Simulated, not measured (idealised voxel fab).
Presented below is a process module, voxel self aligned contacts.
For reference, the cross-section in this document is cut, with width 205 nm and square cells of 5 nm.
Notation: cross-section as square-cell grid; stated in bands, top first, going down; one or more cell rows per band. For a band, the entry starts with two heights in nm, that of the top and then that of the bottom, and carries on with the band's materials in order from left to right, each alongside its width in nm; the word "edge to edge" beside a single material means it fills the band edge to edge, and "blank" means empty space. We count height from 0. Below that, the starting wafer is all one material. The lowest band never ends at the bottom but goes on down; see "from 0 down" for how that is written. Think of "30 to 40" as a width that walks from the first number to the second as you go down the band, top row to bottom row, taking equal-sized steps from row to row. Reading "no alterations made" for a step: not a cell of the cross-section changed in it. "Enclosed empty spaces" specifies each empty space that is not open to the top and that occupies no fewer than 8 cells, using the form width x height at distance, the distance measured from the left edge and all three quantities in nm. Post-settings text on a step line: simulator's own remark regarding the step. For masked steps, "overlay nm" on the step line gives how far right of plan the mask actually lay; a minus sign means it lay to the left.
## Intended process steps
1 RECEIVE (material Si)
2 CONFORMAL_DEP (material SiO2; thk nm 5)
3 DIRECTIONAL_DEP (material polySi; thk nm 25)
4 DIRECTIONAL_DEP (material SiN; thk nm 20)
5 PATTERN (tone cover; mask id GATE; material resist; width nm 35; pitch nm 70; thk nm 15; overlay nm 0)
6 DIRECTIONAL_ETCH (etch materials SiN; depth nm 20)
7 DIRECTIONAL_ETCH (etch materials polySi; depth nm 25)
8 STRIP (etch materials resist)
9 CONFORMAL_DEP (material SiN; thk nm 5)
10 DIRECTIONAL_ETCH (etch materials SiN; depth nm 5)
11 FILL_DEP (material SiO2; thk nm 10)
12 CMP (height nm 55)
13 DIRECTIONAL_DEP (material aC; thk nm 10)
14 PATTERN (tone open; mask id CONTACT; material resist; width nm 55; pitch nm 70; thk nm 25; overlay nm 0)
15 DIRECTIONAL_ETCH (etch materials aC; depth nm 10)
16 STRIP (etch materials resist)
17 DIRECTIONAL_ETCH (etch materials SiO2; depth nm 55)
18 STRIP (etch materials aC)
19 CONFORMAL_DEP (material TiN; thk nm 5)
20 FILL_DEP (material Ru; thk nm 5)
21 CMP (height nm 55)
22 CONFORMAL_DEP (material SiN; thk nm 5)
## Here's what the wafer looked like in cross-section when it arrived - that's after step 1
* from 0 down  Si edge to edge
* Enclosed empty spaces: none
## Same starting wafer, same plan as above, one mistake in the execution; this is the cross-section at the end of the module
* from 60 to 55  SiN edge to edge
* from 55 to 50  SiO2: 50; TiN: 10; Ru: 15; TiN: 30; SiO2: 15; TiN: 10; Ru: 15; TiN: 30; SiO2: 30
* from 50 to 30  SiO2: 10; SiN: 45; TiN: 5; Ru: 15; TiN: 5; SiN: 45; TiN: 5; Ru: 15; TiN: 5; SiN: 45; SiO2: 10
* from 30 to 5  SiO2: 10; SiN: 5; polySi: 35; SiN: 5; TiN: 5; Ru: 15; TiN: 5; SiN: 5; polySi: 35; SiN: 5; TiN: 5; Ru: 15; TiN: 5; SiN: 5; polySi: 35; SiN: 5; SiO2: 10
* from 5 to 0  SiO2: 55; TiN: 25; SiO2: 45; TiN: 25; SiO2: 55
* from 0 down  Si edge to edge
* Enclosed empty spaces: none
Finding, execution versus plan: it should be noted that step 14 was executed with settings other than those planned, the operation and settings actually applied being PATTERN (tone open; mask id CONTACT; material resist; width nm 55; pitch nm 70; thk nm 25; overlay nm 10)
